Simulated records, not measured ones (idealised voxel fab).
Process module in this document: voxel wiring stack
Displayed cross-section: cut, width of 230 nm, square cells sized 5 nm.
The cross-sections in this document take the form of a grid made of square cells. They are written out as bands, in order from top to bottom. Each band consists of one or more rows of cells.
A band entry consists of two parts. The first gives the height of the band's top and the height of its bottom, in nm. The rest lists the band's materials from left to right, each with its width in nm. A single material labelled with the word "edge to edge" fills the band from edge to edge, and the word "air" marks empty space.
We count height from 0. Below that, the starting wafer is all one material. The lowest band never ends at the bottom but goes on down; see "0 and below" for how that is written.
The two numbers in a width such as "30 to 40" mark its ends across the band: the first belongs to the top row of cells, the second to the bottom row, and from each row to the next the width moves by the same amount.
For the purposes of this document, the phrase "nothing got changed" attached to a step denotes that no cell within the cross-section was modified by that step.
Closed empty spaces (no open way to the top) of 8 cells or more are what "Sealed-off cavities" lists, each as width x height at distance from the left edge, nm for all three.
Where a step's line continues beyond its settings, the continuation is a remark by the simulator itself on that step.
overlay nm: mask offset rightward from planned place, masked step; negative means leftward offset.

List of planned process steps:
step 1: RECEIVE,material Si
step 2: CONFORMAL_DEP,material SiO2,thk nm 10
step 3: DIRECTIONAL_DEP,material TiN,thk nm 5
step 4: DIRECTIONAL_DEP,material Ru,thk nm 25
step 5: PATTERN,tone cover,mask id METAL_1,material resist,width nm 20,pitch nm 35,thk nm 15,overlay nm 0
step 6: DIRECTIONAL_ETCH,etch materials Ru,depth nm 25
step 7: DIRECTIONAL_ETCH,etch materials TiN,depth nm 5
step 8: STRIP,etch materials resist
step 9: CONFORMAL_DEP,material SiCN,thk nm 5
step 10: FILL_DEP,material SiO2,thk nm 10
step 11: CMP,height nm 40
step 12: CONFORMAL_DEP,material SiCN,thk nm 5
step 13: DIRECTIONAL_DEP,material SiO2,thk nm 20
step 14: MASKED_ETCH,tone open,mask id PLUG_1,width nm 15,pitch nm 70,etch materials SiO2,depth nm 20,overlay nm 0
step 15: MASKED_ETCH,tone open,mask id PLUG_1,width nm 15,pitch nm 70,etch materials SiCN,depth nm 5,overlay nm 0
step 16: EPI,material Ru,thk nm 10
step 17: EPI,material Ru,thk nm 10
step 18: EPI,material Ru,thk nm 5
step 19: CONFORMAL_DEP,material SiCN,thk nm 5
step 20: DIRECTIONAL_DEP,material SiO2,thk nm 15
step 21: DIRECTIONAL_DEP,material aC,thk nm 10
step 22: PATTERN,tone open,mask id METAL_2,material resist,width nm 20,pitch nm 35,thk nm 25,overlay nm 0
step 23: DIRECTIONAL_ETCH,etch materials aC,depth nm 10
step 24: STRIP,etch materials resist
step 25: DIRECTIONAL_ETCH,etch materials SiO2,depth nm 15
step 26: DIRECTIONAL_ETCH,etch materials SiCN,depth nm 5
step 27: STRIP,etch materials aC
step 28: CONFORMAL_DEP,material TiN,thk nm 5
step 29: FILL_DEP,material Ru,thk nm 10
step 30: CMP,height nm 85
step 31: CONFORMAL_DEP,material SiCN,thk nm 5
step 32: DIRECTIONAL_DEP,material SiO2,thk nm 20
step 33: PATTERN,tone open,mask id PLUG_2,material resist,width nm 15,pitch nm 70,thk nm 20,overlay nm 0
step 34: DIRECTIONAL_ETCH,etch materials SiO2,depth nm 20
step 35: DIRECTIONAL_ETCH,etch materials SiCN,depth nm 5
step 36: STRIP,etch materials resist
step 37: CONFORMAL_DEP,material TiN,thk nm 5
step 38: FILL_DEP,material Ru,thk nm 5
step 39: CMP,height nm 110
step 40: CONFORMAL_DEP,material SiN,thk nm 5
step 41: DIRECTIONAL_DEP,material lowk,thk nm 20
step 42: PATTERN,tone open,mask id METAL_3,material resist,width nm 20,pitch nm 35,thk nm 15,overlay nm 0
step 43: DIRECTIONAL_ETCH,etch materials lowk,depth nm 20
step 44: DIRECTIONAL_ETCH,etch materials SiN,depth nm 5
step 45: STRIP,etch materials resist
step 46: CONFORMAL_DEP,material TiN,thk nm 5
step 47: FILL_DEP,material Cu,thk nm 5
step 48: CMP,height nm 135
step 49: CONFORMAL_DEP,material SiCN,thk nm 5
step 50: DIRECTIONAL_DEP,material lowk,thk nm 25
step 51: MASKED_ETCH,tone open,mask id METAL_4_HOLES,width nm 15,pitch nm 35,etch materials lowk,depth nm 25,overlay nm 0
step 52: MASKED_ETCH,tone open,mask id METAL_4,width nm 20,pitch nm 35,etch materials lowk,depth nm 15,overlay nm 0
step 53: MASKED_ETCH,tone open,mask id METAL_4,width nm 20,pitch nm 35,etch materials SiCN,depth nm 5,overlay nm 0
step 54: CONFORMAL_DEP,material TiN,thk nm 5
step 55: FILL_DEP,material Cu,thk nm 10
step 56: CMP,height nm 165
step 57: CONFORMAL_DEP,material SiCN,thk nm 5
Wafers differ in thk nm at step 3; plan lists the first wafer's value; identical starting state.

Here's the first of the wafers in cross-section, just as we got it, i.e. after step 1:
> 0 and below | Si edge to edge
> Sealed-off cavities: none

Shown in cross-section: the first of several wafers at the end of the module, after its last step, step 57:
> 170 down to 165 | SiCN edge to edge
> 165 down to 155 | lowk: 50, then TiN: 5, then Cu: 10, then TiN: 5, then lowk: 15, then TiN: 5, then Cu: 10, then TiN: 5, then lowk: 15, then TiN: 5, then Cu: 10, then TiN: 5, then lowk: 15, then TiN: 5, then Cu: 10, then TiN: 5, then lowk: 55
> 155 down to 150 | lowk: 50, then TiN: 5, then Cu: 5, then TiN: 10, then lowk: 15, then TiN: 5, then Cu: 5, then TiN: 10, then lowk: 15, then TiN: 5, then Cu: 5, then TiN: 10, then lowk: 15, then TiN: 5, then Cu: 5, then TiN: 10, then lowk: 55
> 150 down to 140 | lowk: 50, then TiN: 5, then Cu: 5, then TiN: 5, then lowk: 20, then TiN: 5, then Cu: 5, then TiN: 5, then lowk: 20, then TiN: 5, then Cu: 5, then TiN: 5, then lowk: 20, then TiN: 5, then Cu: 5, then TiN: 5, then lowk: 60
> 140 down to 135 | SiCN: 50, then TiN: 15, then SiCN: 20, then TiN: 15, then SiCN: 20, then TiN: 15, then SiCN: 20, then TiN: 15, then SiCN: 60
> 135 down to 115 | lowk: 50, then TiN: 5, then Cu: 10, then TiN: 5, then lowk: 15, then TiN: 5, then Cu: 10, then TiN: 5, then lowk: 15, then TiN: 5, then Cu: 10, then TiN: 5, then lowk: 15, then TiN: 5, then Cu: 10, then TiN: 5, then lowk: 55
> 115 down to 110 | SiN: 50, then TiN: 20, then SiN: 15, then TiN: 20, then SiN: 15, then TiN: 20, then SiN: 15, then TiN: 20, then SiN: 55
> 110 down to 90 | SiO2: 50, then TiN: 5, then Ru: 5, then TiN: 5, then SiO2: 55, then TiN: 5, then Ru: 5, then TiN: 5, then SiO2: 95
> 90 down to 85 | SiCN: 50, then TiN: 15, then SiCN: 55, then TiN: 15, then SiCN: 95
> 85 down to 70 | SiO2: 50, then TiN: 5, then Ru: 10, then TiN: 5, then SiO2: 15, then TiN: 5, then Ru: 10, then TiN: 5, then SiO2: 15, then TiN: 5, then Ru: 10, then TiN: 5, then SiO2: 15, then TiN: 5, then Ru: 10, then TiN: 5, then SiO2: 55
> 70 down to 65 | SiCN: 50, then TiN: 20, then SiCN: 15, then TiN: 20, then SiCN: 15, then TiN: 20, then SiCN: 15, then TiN: 20, then SiCN: 55
> 65 down to 45 | SiO2: 50, then Ru: 15, then SiO2: 55, then Ru: 15, then SiO2: 95
> 45 down to 40 | SiCN: 50, then Ru: 15, then SiCN: 55, then Ru: 15, then SiCN: 95
> 40 down to 15 | SiO2: 45, then SiCN: 5, then Ru: 20, then SiCN: 5, then SiO2: 5, then SiCN: 5, then Ru: 20, then SiCN: 5, then SiO2: 5, then SiCN: 5, then Ru: 20, then SiCN: 5, then SiO2: 5, then SiCN: 5, then Ru: 20, then SiCN: 5, then SiO2: 50
> 15 down to 10 | SiCN: 50, then TiN: 20, then SiCN: 15, then TiN: 20, then SiCN: 15, then TiN: 20, then SiCN: 15, then TiN: 20, then SiCN: 55
> 10 down to 0 | SiO2 edge to edge
> 0 and below | Si edge to edge
> Sealed-off cavities: none

Last wafer, end of module, cross-section:
> 170 down to 165 | SiCN edge to edge
> 165 down to 155 | lowk: 50, then TiN: 5, then Cu: 10, then TiN: 5, then lowk: 15, then TiN: 5, then Cu: 10, then TiN: 5, then lowk: 15, then TiN: 5, then Cu: 10, then TiN: 5, then lowk: 15, then TiN: 5, then Cu: 10, then TiN: 5, then lowk: 55
> 155 down to 150 | lowk: 50, then TiN: 5, then Cu: 5, then TiN: 10, then lowk: 15, then TiN: 5, then Cu: 5, then TiN: 10, then lowk: 15, then TiN: 5, then Cu: 5, then TiN: 10, then lowk: 15, then TiN: 5, then Cu: 5, then TiN: 10, then lowk: 55
> 150 down to 140 | lowk: 50, then TiN: 5, then Cu: 5, then TiN: 5, then lowk: 20, then TiN: 5, then Cu: 5, then TiN: 5, then lowk: 20, then TiN: 5, then Cu: 5, then TiN: 5, then lowk: 20, then TiN: 5, then Cu: 5, then TiN: 5, then lowk: 60
> 140 down to 135 | SiCN: 50, then TiN: 15, then SiCN: 20, then TiN: 15, then SiCN: 20, then TiN: 15, then SiCN: 20, then TiN: 15, then SiCN: 60
> 135 down to 115 | lowk: 50, then TiN: 5, then Cu: 10, then TiN: 5, then lowk: 15, then TiN: 5, then Cu: 10, then TiN: 5, then lowk: 15, then TiN: 5, then Cu: 10, then TiN: 5, then lowk: 15, then TiN: 5, then Cu: 10, then TiN: 5, then lowk: 55
> 115 down to 110 | SiN: 50, then TiN: 20, then SiN: 15, then TiN: 20, then SiN: 15, then TiN: 20, then SiN: 15, then TiN: 20, then SiN: 55
> 110 down to 90 | SiO2: 50, then TiN: 5, then Ru: 5, then TiN: 5, then SiO2: 55, then TiN: 5, then Ru: 5, then TiN: 5, then SiO2: 95
> 90 down to 85 | SiCN: 50, then TiN: 15, then SiCN: 55, then TiN: 15, then SiCN: 95
> 85 down to 70 | SiO2: 50, then TiN: 5, then Ru: 10, then TiN: 5, then SiO2: 15, then TiN: 5, then Ru: 10, then TiN: 5, then SiO2: 15, then TiN: 5, then Ru: 10, then TiN: 5, then SiO2: 15, then TiN: 5, then Ru: 10, then TiN: 5, then SiO2: 55
> 70 down to 65 | SiCN: 50, then TiN: 20, then SiCN: 15, then TiN: 20, then SiCN: 15, then TiN: 20, then SiCN: 15, then TiN: 20, then SiCN: 55
> 65 down to 45 | SiO2: 50, then Ru: 15, then SiO2: 55, then Ru: 15, then SiO2: 95
> 45 down to 40 | SiCN: 50, then Ru: 15, then SiCN: 55, then Ru: 15, then SiCN: 95
> 40 down to 30 | SiO2: 45, then SiCN: 5, then Ru: 20, then SiCN: 5, then SiO2: 5, then SiCN: 5, then Ru: 20, then SiCN: 5, then SiO2: 5, then SiCN: 5, then Ru: 20, then SiCN: 5, then SiO2: 5, then SiCN: 5, then Ru: 20, then SiCN: 5, then SiO2: 50
> 30 down to 25 | SiCN: 50, then TiN: 20, then SiCN: 15, then TiN: 20, then SiCN: 15, then TiN: 20, then SiCN: 15, then TiN: 20, then SiCN: 55
> 25 down to 10 | TiN edge to edge
> 10 down to 0 | SiO2 edge to edge
> 0 and below | Si edge to edge
> Sealed-off cavities: none

Below, a row for every wafer. Read it as the end-of-module picture: for each material the wafer shows its cells gained (+) or lost (-) since it was received, and then its closed voids:
thk nm 5 | +60 Cu | +142 Ru | +260 SiCN | +30 SiN | +612 SiO2 | +182 TiN | +278 lowk | Sealed-off cavities: none
thk nm 10 | +60 Cu | +126 Ru | +252 SiCN | +30 SiN | +590 SiO2 | +228 TiN | +278 lowk | Sealed-off cavities: none
thk nm 15 | +60 Cu | +110 Ru | +244 SiCN | +30 SiN | +568 SiO2 | +274 TiN | +278 lowk | Sealed-off cavities: none
thk nm 20 | +60 Cu | +94 Ru | +236 SiCN | +30 SiN | +546 SiO2 | +320 TiN | +278 lowk | Sealed-off cavities: none
